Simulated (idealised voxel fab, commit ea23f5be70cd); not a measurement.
Herein follows the process module entitled voxel ribs on slabs.
For reference, the cross-section in this document is cut, with width 190 nm and square cells of 5 nm.
When this document writes out a cross-section, it uses a grid of square cells and lists it as bands, beginning at the top and moving down, with a band standing for one or more rows of cells. Top, bottom (nm), then materials left to right with widths (nm); lone material tagged "everywhere" fills the whole band edge to edge; "empty" = empty space. Heads up on the height convention: 0 is the point under which the incoming wafer is all one material, and the lowest band has no bottom, it just keeps going down, like "z 0 and below". A width given as "30..40" starts at the first number in the band's top row and ends at the second number in its bottom row, shifting by an equal amount at every step from row to row. Any step labelled "stayed the same" changed none of the cells in the cross-section. "Closed void register": sealed empty spaces, 8 cells or more, no open way to top, listed width x height at distance, with distance from the left edge and width, height and distance in nm. Where a step's line continues beyond its settings, the continuation is a remark by the simulator itself on that step. overlay nm: for a step with a mask, the amount by which the mask lay right of where it was planned; a negative amount means left of it.
### Here's what the planned process steps look like
step 1: RECEIVE (material Si)
step 2: DIRECTIONAL_DEP (material SiO2; thk nm 25)
step 3: DIRECTIONAL_DEP (material SiN; thk nm 15)
step 4: PATTERN (tone cover; mask id RIB; material resist; width nm 30; thk nm 20; overlay nm 0)
step 5: DIRECTIONAL_ETCH (etch materials SiN; depth nm 5)
step 6: STRIP (etch materials resist)
step 7: MASKED_ETCH (tone cover; mask id SLAB; width nm 80; etch materials SiN; depth nm 10; overlay nm 0)
step 8: FILL_DEP (material SiO2; thk nm 20)
step 9: CMP (height nm 40)
step 10: DIRECTIONAL_DEP (material TiN; thk nm 10)
step 11: PATTERN (tone cover; mask id HEATER; material resist; width nm 40; thk nm 20; overlay nm 0)
step 12: DIRECTIONAL_ETCH (etch materials TiN; depth nm 10)
step 13: STRIP (etch materials resist)
step 14: CONFORMAL_DEP (material SiN; thk nm 5)
Among the wafers covered here, the point of difference is the height nm at step 9; their starting state is shared, and the plan presents the value of the first wafer.
### Sectional view: first of several wafers, as received, after step 1
  z 0 and below  Si everywhere
  Closed void register: none
### The figure below presents a cross-section of the first of several wafers at the conclusion of the module, following its last step, step 14
  z 55 to 50  empty (70)  SiN (50)  empty (70)
  z 50 to 45  empty (70)  SiN (5)  TiN (40)  SiN (5)  empty (70)
  z 45 to 40  SiN (75)  TiN (40)  SiN (75)
  z 40 to 35  SiO2 (80)  SiN (30)  SiO2 (80)
  z 35 to 25  SiO2 (55)  SiN (80)  SiO2 (55)
  z 25 to 0  SiO2 everywhere
  z 0 and below  Si everywhere
  Closed void register: none
### last wafer at the end
  z 75 to 70  empty (70)  SiN (50)  empty (70)
  z 70 to 65  empty (70)  SiN (5)  TiN (40)  SiN (5)  empty (70)
  z 65 to 60  SiN (75)  TiN (40)  SiN (75)
  z 60 to 40  SiO2 everywhere
  z 40 to 35  SiO2 (80)  SiN (30)  SiO2 (80)
  z 35 to 25  SiO2 (55)  SiN (80)  SiO2 (55)
  z 25 to 0  SiO2 everywhere
  z 0 and below  Si everywhere
  Closed void register: none
### Table: wafers, a row each; end-of-module cell change per material since receipt, gain (+), loss (-); then closed voids
height nm 40 | +80 SiN | +266 SiO2 | +16 TiN | Closed void register: none
height nm 45 | +80 SiN | +304 SiO2 | +16 TiN | Closed void register: none
height nm 50 | +80 SiN | +342 SiO2 | +16 TiN | Closed void register: none
height nm 55 | +80 SiN | +380 SiO2 | +16 TiN | Closed void register: none
height nm 60 | +80 SiN | +418 SiO2 | +16 TiN | Closed void register: none
